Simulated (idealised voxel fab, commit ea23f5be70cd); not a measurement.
The process module presented herein is designated voxel trench capacitor.
Cross-section cut: width 245 nm, square cells of 5 nm.
In what follows, cross-sections appear as grids of square cells, described through bands that run from the top down, where every band is one or more rows of cells.
Heads up on the band format: heights come first, top then bottom, in nm. After that it's the materials left to right, each with its width in nm. A single material flagged "edge to edge" fills the whole band edge to edge, and "empty" means there's empty space there.
It should be noted that heights are counted from 0, beneath which the wafer as supplied is of one material throughout, and that the lowest band possesses no lower boundary but continues downward, as written in "0 and below".
The two numbers in a width such as "30->40" mark its ends across the band: the first belongs to the top row of cells, the second to the bottom row, and from each row to the next the width moves by the same amount.
"remained unchanged" after a step means that no cell of the cross-section changed.
"Enclosed void listing" specifies each empty space that is not open to the top and that occupies no fewer than 8 cells, using the form width x height at distance, the distance measured from the left edge and all three quantities in nm.
Anything after a step's settings on that line? It's the simulator's own note about the step.
The line of a step may include "overlay nm". On a step with a mask, this value is how far to the right of its planned place the mask lay. A negative value means the mask lay to the left.

# Here's what the planned process steps look like
step 1: RECEIVE with material Si
step 2: CONFORMAL_DEP with material SiN, thk nm 5
step 3: PATTERN with tone open, mask id TRENCH, material resist, width nm 30, pitch nm 45, thk nm 15, overlay nm 0
step 4: DIRECTIONAL_ETCH with etch materials SiN, depth nm 5
step 5: DIRECTIONAL_ETCH with etch materials Si, depth nm 40
step 6: STRIP with etch materials resist
step 7: CONFORMAL_DEP with material HfO2, thk nm 5
step 8: CONFORMAL_DEP with material TiN, thk nm 5
step 9: FILL_DEP with material W, thk nm 5
step 10: CMP with height nm 5

# Cross-section of the incoming wafer, state after step 1
    0 and below  Si edge to edge
    Enclosed void listing: none

# Cross-section: first of two wafers, module finished, run according to plan
    5 down to 0  40 of SiN / 5 of HfO2 / 5 of TiN / 10 of W / 5 of TiN / 5 of HfO2 / 15 of SiN / 5 of HfO2 / 5 of TiN / 10 of W / 5 of TiN / 5 of HfO2 / 15 of SiN / 5 of HfO2 / 5 of TiN / 10 of W / 5 of TiN / 5 of HfO2 / 15 of SiN / 5 of HfO2 / 5 of TiN / 10 of W / 5 of TiN / 5 of HfO2 / 40 of SiN
    0 down to -30  40 of Si / 5 of HfO2 / 5 of TiN / 10 of W / 5 of TiN / 5 of HfO2 / 15 of Si / 5 of HfO2 / 5 of TiN / 10 of W / 5 of TiN / 5 of HfO2 / 15 of Si / 5 of HfO2 / 5 of TiN / 10 of W / 5 of TiN / 5 of HfO2 / 15 of Si / 5 of HfO2 / 5 of TiN / 10 of W / 5 of TiN / 5 of HfO2 / 40 of Si
    -30 down to -35  40 of Si / 5 of HfO2 / 20 of TiN / 5 of HfO2 / 15 of Si / 5 of HfO2 / 20 of TiN / 5 of HfO2 / 15 of Si / 5 of HfO2 / 20 of TiN / 5 of HfO2 / 15 of Si / 5 of HfO2 / 20 of TiN / 5 of HfO2 / 40 of Si
    -35 down to -40  40 of Si / 30 of HfO2 / 15 of Si / 30 of HfO2 / 15 of Si / 30 of HfO2 / 15 of Si / 30 of HfO2 / 40 of Si
    -40 and below  Si edge to edge
    Enclosed void listing: none

# second wafer at the end: like start, like plan, one mistake
    5 down to 0  45 of SiN / 5 of HfO2 / 10 of TiN / 5 of HfO2 / 25 of SiN / 5 of HfO2 / 10 of TiN / 5 of HfO2 / 25 of SiN / 5 of HfO2 / 10 of TiN / 5 of HfO2 / 25 of SiN / 5 of HfO2 / 10 of TiN / 5 of HfO2 / 45 of SiN
    0 down to -35  45 of Si / 5 of HfO2 / 10 of TiN / 5 of HfO2 / 25 of Si / 5 of HfO2 / 10 of TiN / 5 of HfO2 / 25 of Si / 5 of HfO2 / 10 of TiN / 5 of HfO2 / 25 of Si / 5 of HfO2 / 10 of TiN / 5 of HfO2 / 45 of Si
    -35 down to -40  45 of Si / 20 of HfO2 / 25 of Si / 20 of HfO2 / 25 of Si / 20 of HfO2 / 25 of Si / 20 of HfO2 / 45 of Si
    -40 and below  Si edge to edge
    Enclosed void listing: none
Run error: step 3 did not happen as planned, as run it was PATTERN with tone open, mask id TRENCH, material resist, width nm 20, pitch nm 45, thk nm 15, overlay nm 0
End check, counted in cells, second wafer has more or fewer of these materials than the first: -8 HfO2 | +64 Si | +8 SiN | -8 TiN | -56 W
